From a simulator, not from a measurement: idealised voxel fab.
Process module under the name voxel tone inversion
Cross-section cut spans 235 nm and uses square cells 5 nm in size.
Just so we're on the same page, the cross-sections are grids of square cells, and they're listed out in bands top to bottom, each band one or more rows deep.
Heads up on the band format: heights come first, top then bottom, in nm. After that it's the materials left to right, each with its width in nm. A single material flagged "edge to edge" fills the whole band edge to edge, and "blank" means there's empty space there.
For the purposes of this specification, 0 denotes the height below which the wafer in its as-received condition is composed wholly of one material, and the lowermost band, lacking a lower limit, extends downward without end, as expressed in "0 nm and below".
Top row gets the first number, bottom row gets the second, and each row in between changes by the same step: that is how a band width like "30..40" works.
Basically "remains unaltered" means that step didn't change any cell in the cross-section.
In "Completely sealed voids" the enclosed voids are listed, meaning empty spaces of 8 cells or larger without any opening to the top. The form is width x height at distance, distance from the left edge, units nm.
If you see something after the settings on a step's line, that's the simulator's own remark about that step.
"overlay nm", when on a step's line for a step with a mask, measures how far to the right of its planned place the mask lay; a negative measure means to the left.
-- Planned process steps
1) RECEIVE [material Si]
2) CONFORMAL_DEP [material SiCN] [thk nm 5]
3) DIRECTIONAL_DEP [material aC] [thk nm 20]
4) PATTERN [tone cover] [mask id POSTS] [material resist] [width nm 20] [pitch nm 40] [thk nm 30] [overlay nm 0]
5) DIRECTIONAL_ETCH [etch materials aC] [depth nm 20]
6) STRIP [etch materials resist]
7) FILL_DEP [material SiO2] [thk nm 10]
8) CMP [height nm 25]
9) STRIP [etch materials aC]
10) CONFORMAL_DEP [material TiN] [thk nm 5]
11) FILL_DEP [material Ru] [thk nm 10]
12) CMP [height nm 25]
13) CONFORMAL_DEP [material SiCN] [thk nm 5]
-- First wafer, two in total, run as planned
-- Here's what the wafer looked like in cross-section when it arrived - that's after step 1
    0 nm and below: Si edge to edge
    Completely sealed voids: none
-- State of the wafer after step 2, shown in cross-section
    5 nm to 0 nm: SiCN edge to edge
    Under 0: no change, same as before.
-- State of the wafer after step 3, shown in cross-section
    25 nm to 5 nm: aC edge to edge
    Under 5: no change, same as before.
-- State of the wafer after step 4, shown in cross-section
    55 nm to 25 nm: blank 85 nm, resist 20 nm, blank 20 nm, resist 20 nm, blank 90 nm
    Under 25: no change, same as before.
-- State of the wafer after step 5, shown in cross-section
    35 nm to 25 nm: blank 85 nm, resist 20 nm, blank 20 nm, resist 20 nm, blank 90 nm
    25 nm to 5 nm: blank 85 nm, aC 20 nm, blank 20 nm, aC 20 nm, blank 90 nm
    Under 5: no change, same as before.
-- State of the wafer after step 6, shown in cross-section
    25 nm to 5 nm: blank 85 nm, aC 20 nm, blank 20 nm, aC 20 nm, blank 90 nm
    Under 5: no change, same as before.
-- State of the wafer after step 7, shown in cross-section
    35 nm to 25 nm: SiO2 edge to edge
    25 nm to 5 nm: SiO2 85 nm, aC 20 nm, SiO2 20 nm, aC 20 nm, SiO2 90 nm
    Under 5: no change, same as before.
-- State of the wafer after step 8, shown in cross-section
    25 nm to 5 nm: SiO2 85 nm, aC 20 nm, SiO2 20 nm, aC 20 nm, SiO2 90 nm
    Under 5: no change, same as before.
-- State of the wafer after step 9, shown in cross-section
    25 nm to 5 nm: SiO2 85 nm, blank 20 nm, SiO2 20 nm, blank 20 nm, SiO2 90 nm
    Under 5: no change, same as before.
-- State of the wafer after step 10, shown in cross-section
    30 nm to 25 nm: TiN 90 nm, blank 10 nm, TiN 30 nm, blank 10 nm, TiN 95 nm
    25 nm to 10 nm: SiO2 85 nm, TiN 5 nm, blank 10 nm, TiN 5 nm, SiO2 20 nm, TiN 5 nm, blank 10 nm, TiN 5 nm, SiO2 90 nm
    10 nm to 5 nm: SiO2 85 nm, TiN 20 nm, SiO2 20 nm, TiN 20 nm, SiO2 90 nm
    Under 5: no change, same as before.
-- State of the wafer after step 11, shown in cross-section
    40 nm to 30 nm: Ru edge to edge
    30 nm to 25 nm: TiN 90 nm, Ru 10 nm, TiN 30 nm, Ru 10 nm, TiN 95 nm
    25 nm to 10 nm: SiO2 85 nm, TiN 5 nm, Ru 10 nm, TiN 5 nm, SiO2 20 nm, TiN 5 nm, Ru 10 nm, TiN 5 nm, SiO2 90 nm
    Under 10: no change, same as before.
-- State of the wafer after step 12, shown in cross-section
    25 nm to 10 nm: SiO2 85 nm, TiN 5 nm, Ru 10 nm, TiN 5 nm, SiO2 20 nm, TiN 5 nm, Ru 10 nm, TiN 5 nm, SiO2 90 nm
    Under 10: no change, same as before.
-- State of the wafer after step 13, shown in cross-section
    30 nm to 25 nm: SiCN edge to edge
    Under 25: no change, same as before.
-- Wafer two. Same start, same plan, one slip in execution. Same as wafer one through step 3, inclusive
-- Here is the second wafer in cross-section at the point where step 4 of the plan should have been done
    55 nm to 25 nm: resist 85 nm, blank 20 nm, resist 20 nm, blank 20 nm, resist 90 nm
    Under 25: no change, same as before.
-- Here is the second wafer in cross-section at the point where step 5 of the plan should have been done
    35 nm to 25 nm: resist 85 nm, blank 20 nm, resist 20 nm, blank 20 nm, resist 90 nm
    25 nm to 5 nm: aC 85 nm, blank 20 nm, aC 20 nm, blank 20 nm, aC 90 nm
    Under 5: no change, same as before.
-- Here is the second wafer in cross-section at the point where step 6 of the plan should have been done
    25 nm to 5 nm: aC 85 nm, blank 20 nm, aC 20 nm, blank 20 nm, aC 90 nm
    Under 5: no change, same as before.
-- Here is the second wafer in cross-section at the point where step 7 of the plan should have been done
    35 nm to 25 nm: SiO2 edge to edge
    25 nm to 5 nm: aC 85 nm, SiO2 20 nm, aC 20 nm, SiO2 20 nm, aC 90 nm
    Under 5: no change, same as before.
-- Here is the second wafer in cross-section at the point where step 8 of the plan should have been done
    25 nm to 5 nm: aC 85 nm, SiO2 20 nm, aC 20 nm, SiO2 20 nm, aC 90 nm
    Under 5: no change, same as before.
-- Here is the second wafer in cross-section at the point where step 9 of the plan should have been done
    25 nm to 5 nm: blank 85 nm, SiO2 20 nm, blank 20 nm, SiO2 20 nm, blank 90 nm
    Under 5: no change, same as before.
-- Here is the second wafer in cross-section at the point where step 10 of the plan should have been done
    30 nm to 25 nm: blank 80 nm, TiN 30 nm, blank 10 nm, TiN 30 nm, blank 85 nm
    25 nm to 10 nm: blank 80 nm, TiN 5 nm, SiO2 20 nm, TiN 5 nm, blank 10 nm, TiN 5 nm, SiO2 20 nm, TiN 5 nm, blank 85 nm
    10 nm to 5 nm: TiN 85 nm, SiO2 20 nm, TiN 20 nm, SiO2 20 nm, TiN 90 nm
    Under 5: no change, same as before.
-- Here is the second wafer in cross-section at the point where step 11 of the plan should have been done
    40 nm to 30 nm: Ru edge to edge
    30 nm to 25 nm: Ru 80 nm, TiN 30 nm, Ru 10 nm, TiN 30 nm, Ru 85 nm
    25 nm to 10 nm: Ru 80 nm, TiN 5 nm, SiO2 20 nm, TiN 5 nm, Ru 10 nm, TiN 5 nm, SiO2 20 nm, TiN 5 nm, Ru 85 nm
    Under 10: no change, same as before.
-- Here is the second wafer in cross-section at the point where step 12 of the plan should have been done
    25 nm to 10 nm: Ru 80 nm, TiN 5 nm, SiO2 20 nm, TiN 5 nm, Ru 10 nm, TiN 5 nm, SiO2 20 nm, TiN 5 nm, Ru 85 nm
    Under 10: no change, same as before.
-- Here is the second wafer in cross-section at the point where step 13 of the plan should have been done
    30 nm to 25 nm: SiCN edge to edge
    Under 25: no change, same as before.
Deviation from plan: step 4 was run on a setting that differed from the plan, and what really ran there is PATTERN [tone open] [mask id POSTS] [material resist] [width nm 20] [pitch nm 40] [thk nm 30] [overlay nm 0]
It is noted that, at the conclusion of processing, the second wafer exhibits a higher or lower cell count for certain materials relative to the first: +93 Ru; -124 SiO2; +31 TiN
